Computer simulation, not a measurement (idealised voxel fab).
The document below concerns the process module designated voxel air gaps.
Section cut is 265 nm wide and gridded with 5 nm square cells.
Just so we're on the same page, the cross-sections are grids of square cells, and they're listed out in bands top to bottom, each band one or more rows deep. A band entry consists of two parts. The first gives the height of the band's top and the height of its bottom, in nm. The rest lists the band's materials from left to right, each with its width in nm. A single material labelled with the word "all across" fills the band from edge to edge, and the word "blank" marks empty space. Counting heights begins at 0, where everything beneath is, in the wafer as received, one material. The lowest band has no bottom; it goes on downwards, as "z 0 and below" shows. A width given as "30..40" starts at the first number in the band's top row and ends at the second number in its bottom row, shifting by an equal amount at every step from row to row. "remained unchanged" after a step means that no cell of the cross-section changed. Entry "Closed internal cavities" = empty spaces >= 8 cells with no open way to the top; each as width x height at distance, distance from left edge, all nm. Text after the settings on a step's line: the simulator's own remark on that step. Among the settings permitted on a step's line is "overlay nm"; applied to a step with a mask, it specifies the extent to which the mask lay to the right of its planned position, whereas a negative figure signifies a position to the left.

[Steps planned for the process]
1. RECEIVE: material Si
2. CONFORMAL_DEP: material SiO2, thk nm 10
3. CONFORMAL_DEP: material SiN, thk nm 5
4. DIRECTIONAL_DEP: material lowk, thk nm 30
5. PATTERN: tone open, mask id LINES, material resist, width nm 25, pitch nm 50, thk nm 15, overlay nm 0
6. DIRECTIONAL_ETCH: etch materials lowk, depth nm 30
7. STRIP: etch materials resist
8. CONFORMAL_DEP: material TiN, thk nm 5
9. FILL_DEP: material Ru, thk nm 10
10. CMP: height nm 45
11. EPI: material Ru, thk nm 10
12. SELECTIVE_ETCH: etch materials lowk, depth nm 40
13. CONFORMAL_DEP: material SiCN, thk nm 5

[Wafer at receipt (post step 1), cross-section]
> z 0 and below | Si all across
> Closed internal cavities: none

[Figure: cross-sectional view of the wafer upon completion of the module, processed from the initial state and according to the plan depicted above, with one error introduced during execution]
> z 60 to 55 | SiCN all across
> z 55 to 45 | 55 of Ru / 5 of SiCN / 45 of Ru / 5 of SiCN / 45 of Ru / 5 of SiCN / 45 of Ru / 5 of SiCN / 55 of Ru
> z 45 to 40 | 40 of Ru / 5 of TiN / 25 of SiCN / 5 of TiN / 15 of Ru / 5 of TiN / 25 of SiCN / 5 of TiN / 15 of Ru / 5 of TiN / 25 of SiCN / 5 of TiN / 15 of Ru / 5 of TiN / 25 of SiCN / 5 of TiN / 40 of Ru
> z 40 to 20 | 40 of Ru / 5 of TiN / 5 of SiCN / 15 of blank / 5 of SiCN / 5 of TiN / 15 of Ru / 5 of TiN / 5 of SiCN / 15 of blank / 5 of SiCN / 5 of TiN / 15 of Ru / 5 of TiN / 5 of SiCN / 15 of blank / 5 of SiCN / 5 of TiN / 15 of Ru / 5 of TiN / 5 of SiCN / 15 of blank / 5 of SiCN / 5 of TiN / 40 of Ru
> z 20 to 15 | 45 of TiN / 25 of SiCN / 25 of TiN / 25 of SiCN / 25 of TiN / 25 of SiCN / 25 of TiN / 25 of SiCN / 45 of TiN
> z 15 to 10 | SiN all across
> z 10 to 0 | SiO2 all across
> z 0 and below | Si all across
> Closed internal cavities: 15 x 20 at 50; 15 x 20 at 100; 15 x 20 at 150; 15 x 20 at 200
Processing error: it should be noted that step 5 was executed with settings other than those planned, the operation and settings actually applied being PATTERN: tone cover, mask id LINES, material resist, width nm 25, pitch nm 50, thk nm 15, overlay nm 0
